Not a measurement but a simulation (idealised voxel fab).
Process module name: voxel transistor to metal
155 nm wide, 5 nm square cells: that's cross-section cut.
A cross-section is written here as square cells arranged in a grid, and it is given in bands from the top down, each band taking up one or more rows of cells.
Within each band entry, the heights of the top and of the bottom of the band appear first, in that order and in nm; the materials of the band then follow from left to right, each with its corresponding width in nm. The designation "throughout" on a single material indicates that it fills the band from edge to edge; the designation "empty" indicates empty space.
A quick word on heights: they are counted from 0, and under that level the wafer as it came to us is one material throughout. The lowest band is different from the rest in having no bottom; it simply continues downward, written as in "0..down".
Quick explanation for "30..40": the width changes in equal steps down the rows of cells, from the first number in the band's top row to the second number in its bottom row.
"no change occurred" (step): cross-section cells unchanged, all of them.
This entry, "Closed void roster", enumerates those empty regions of no fewer than 8 cells that possess no open connection to the top. Each region is reported in the form width x height at distance, the distance being taken from the left edge, with all three quantities expressed in nm.
Text after the settings on a step's line: the simulator's own remark on that step.
For masked steps, "overlay nm" on the step line gives how far right of plan the mask actually lay; a minus sign means it lay to the left.

-- The following list gives the planned process steps
1) RECEIVE | material Si
2) OXIDIZE | depth nm 5
3) CONFORMAL_DEP | material SiN | thk nm 15
4) DIRECTIONAL_DEP | material aC | thk nm 10
5) PATTERN | tone cover | mask id ACTIVE | material resist | width nm 105 | thk nm 25 | overlay nm 0
6) DIRECTIONAL_ETCH | etch materials aC | depth nm 10
7) STRIP | etch materials resist
8) DIRECTIONAL_ETCH | etch materials SiN | depth nm 15
9) DIRECTIONAL_ETCH | etch materials SiO2 | depth nm 5
10) DIRECTIONAL_ETCH | etch materials Si | depth nm 30
11) STRIP | etch materials aC
12) OXIDIZE | depth nm 5
13) FILL_DEP | material SiO2 | thk nm 15
14) CMP | height nm 15
15) SELECTIVE_ETCH | etch materials SiO2 | depth nm 15
16) STRIP | etch materials SiN
17) SELECTIVE_ETCH | etch materials SiO2 | depth nm 5
18) OXIDIZE | depth nm 5
19) DIRECTIONAL_DEP | material polySi | thk nm 25
20) DIRECTIONAL_DEP | material SiCN | thk nm 10
21) PATTERN | tone cover | mask id GATE | material resist | width nm 15 | thk nm 15 | overlay nm 0
22) DIRECTIONAL_ETCH | etch materials SiCN | depth nm 20
23) DIRECTIONAL_ETCH | etch materials polySi | depth nm 35
24) STRIP | etch materials resist
25) CONFORMAL_DEP | material SiN | thk nm 10
26) DIRECTIONAL_ETCH | etch materials SiN | depth nm 10
27) DIRECTIONAL_ETCH | etch materials SiO2 | depth nm 5
28) EPI | material nSi | thk nm 5
29) FILL_DEP | material SiO2 | thk nm 10
30) CMP | height nm 30
31) DIRECTIONAL_DEP | material SiO2 | thk nm 10
32) PATTERN | tone open | mask id CONTACT | material resist | width nm 30 | pitch nm 55 | thk nm 20 | overlay nm 0
33) DIRECTIONAL_ETCH | etch materials SiO2 | depth nm 45
34) STRIP | etch materials resist
35) CONFORMAL_DEP | material TiN | thk nm 5
36) FILL_DEP | material Ru | thk nm 5
37) CMP | height nm 40
38) DIRECTIONAL_DEP | material TiN | thk nm 5
39) DIRECTIONAL_DEP | material Ru | thk nm 15
40) PATTERN | tone cover | mask id METAL_1 | material resist | width nm 20 | pitch nm 65 | thk nm 15 | overlay nm 0
41) DIRECTIONAL_ETCH | etch materials Ru | depth nm 15
42) DIRECTIONAL_ETCH | etch materials TiN | depth nm 5
43) STRIP | etch materials resist
44) CONFORMAL_DEP | material SiN | thk nm 5
45) FILL_DEP | material SiO2 | thk nm 5
46) CMP | height nm 60
47) CONFORMAL_DEP | material SiCN | thk nm 5
48) DIRECTIONAL_DEP | material SiO2 | thk nm 35
49) DIRECTIONAL_DEP | material aC | thk nm 10
50) PATTERN | tone open | mask id METAL_2_HOLES | material resist | width nm 15 | pitch nm 65 | thk nm 30 | overlay nm 0
51) DIRECTIONAL_ETCH | etch materials aC | depth nm 10
52) STRIP | etch materials resist
53) DIRECTIONAL_ETCH | etch materials SiO2 | depth nm 35
54) STRIP | etch materials aC
55) DIRECTIONAL_DEP | material aC | thk nm 15
56) PATTERN | tone open | mask id METAL_2 | material resist | width nm 20 | pitch nm 65 | thk nm 35 | overlay nm 0
57) DIRECTIONAL_ETCH | etch materials aC | depth nm 15
58) STRIP | etch materials resist
59) DIRECTIONAL_ETCH | etch materials SiO2 | depth nm 20
60) DIRECTIONAL_ETCH | etch materials SiCN | depth nm 5
61) STRIP | etch materials aC
62) CONFORMAL_DEP | material TiN | thk nm 5
63) FILL_DEP | material Ru | thk nm 5
64) CMP | height nm 100
65) CONFORMAL_DEP | material SiN | thk nm 5

-- as received, after step 1
> 0..down | Si throughout
> Closed void roster: none

-- Run as planned - first of the two wafers cross-sectioned at the end of the module
> 105..100 | SiN throughout
> 100..85 | 35 SiO2, then 5 TiN, then 10 Ru, then 5 TiN, then 45 SiO2, then 5 TiN, then 10 Ru, then 5 TiN, then 35 SiO2
> 85..80 | 35 SiO2, then 5 TiN, then 5 Ru, then 10 TiN, then 45 SiO2, then 5 TiN, then 5 Ru, then 10 TiN, then 35 SiO2
> 80..65 | 35 SiO2, then 5 TiN, then 5 Ru, then 5 TiN, then 50 SiO2, then 5 TiN, then 5 Ru, then 5 TiN, then 40 SiO2
> 65..60 | 35 SiCN, then 15 TiN, then 50 SiCN, then 15 TiN, then 40 SiCN
> 60..45 | 30 SiO2, then 5 SiN, then 20 Ru, then 5 SiN, then 35 SiO2, then 5 SiN, then 20 Ru, then 5 SiN, then 30 SiO2
> 45..40 | 35 SiN, then 20 TiN, then 45 SiN, then 20 TiN, then 35 SiN
> 40..30 | 35 SiO2, then 5 TiN, then 20..15 Ru, then 5..10 TiN, then 25 SiO2, then 5..10 TiN, then 20..15 Ru, then 5 TiN, then 35 SiO2
> 30..20 | 35 SiO2, then 5 TiN, then 15 Ru, then 5 TiN, then 10 SiN, then 15 SiCN, then 10 SiN, then 5 TiN, then 15 Ru, then 5 TiN, then 35 SiO2
> 20..0 | 35 SiO2, then 5 TiN, then 15 Ru, then 5 TiN, then 10 SiN, then 15 polySi, then 10 SiN, then 5 TiN, then 15 Ru, then 5 TiN, then 35 SiO2
> 0..-5 | 35 SiO2, then 25 TiN, then 10 SiN, then 15 polySi, then 10 SiN, then 25 TiN, then 35 SiO2
> -5..-10 | 25 SiO2, then 35 nSi, then 35 SiO2, then 35 nSi, then 25 SiO2
> -10..-40 | 30 SiO2, then 95 Si, then 30 SiO2
> -40..down | Si throughout
> Closed void roster: none

-- Wafer two cross-section, module end. Start and plan unchanged from wafer one; one mistake made during the run
> 105..100 | SiN throughout
> 100..85 | 35 SiO2, then 5 TiN, then 10 Ru, then 5 TiN, then 45 SiO2, then 5 TiN, then 10 Ru, then 5 TiN, then 35 SiO2
> 85..80 | 35 SiO2, then 5 TiN, then 5 Ru, then 10 TiN, then 45 SiO2, then 5 TiN, then 5 Ru, then 10 TiN, then 35 SiO2
> 80..65 | 35 SiO2, then 5 TiN, then 5 Ru, then 5 TiN, then 50 SiO2, then 5 TiN, then 5 Ru, then 5 TiN, then 40 SiO2
> 65..60 | 35 SiCN, then 15 TiN, then 50 SiCN, then 15 TiN, then 40 SiCN
> 60..45 | 35 Ru, then 5 SiN, then 10 SiO2, then 5 SiN, then 45 Ru, then 5 SiN, then 10 SiO2, then 5 SiN, then 35 Ru
> 45..40 | 35 TiN, then 20 SiN, then 45 TiN, then 20 SiN, then 35 TiN
> 40..30 | 35 SiO2, then 5 TiN, then 20..15 Ru, then 5..10 TiN, then 25 SiO2, then 5..10 TiN, then 20..15 Ru, then 5 TiN, then 35 SiO2
> 30..20 | 35 SiO2, then 5 TiN, then 15 Ru, then 5 TiN, then 10 SiN, then 15 SiCN, then 10 SiN, then 5 TiN, then 15 Ru, then 5 TiN, then 35 SiO2
> 20..0 | 35 SiO2, then 5 TiN, then 15 Ru, then 5 TiN, then 10 SiN, then 15 polySi, then 10 SiN, then 5 TiN, then 15 Ru, then 5 TiN, then 35 SiO2
> 0..-5 | 35 SiO2, then 25 TiN, then 10 SiN, then 15 polySi, then 10 SiN, then 25 TiN, then 35 SiO2
> -5..-10 | 25 SiO2, then 35 nSi, then 35 SiO2, then 35 nSi, then 25 SiO2
> -10..-40 | 30 SiO2, then 95 Si, then 30 SiO2
> -40..down | Si throughout
> Closed void roster: none
So what did we get wrong on this run? the process deviated at step 40: the operation and settings actually run there were PATTERN | tone open | mask id METAL_1 | material resist | width nm 20 | pitch nm 65 | thk nm 15 | overlay nm 0
At the finish, the second wafer shows more or fewer cells for some materials than the first does: +45 Ru | -15 SiN | -45 SiO2 | +15 TiN
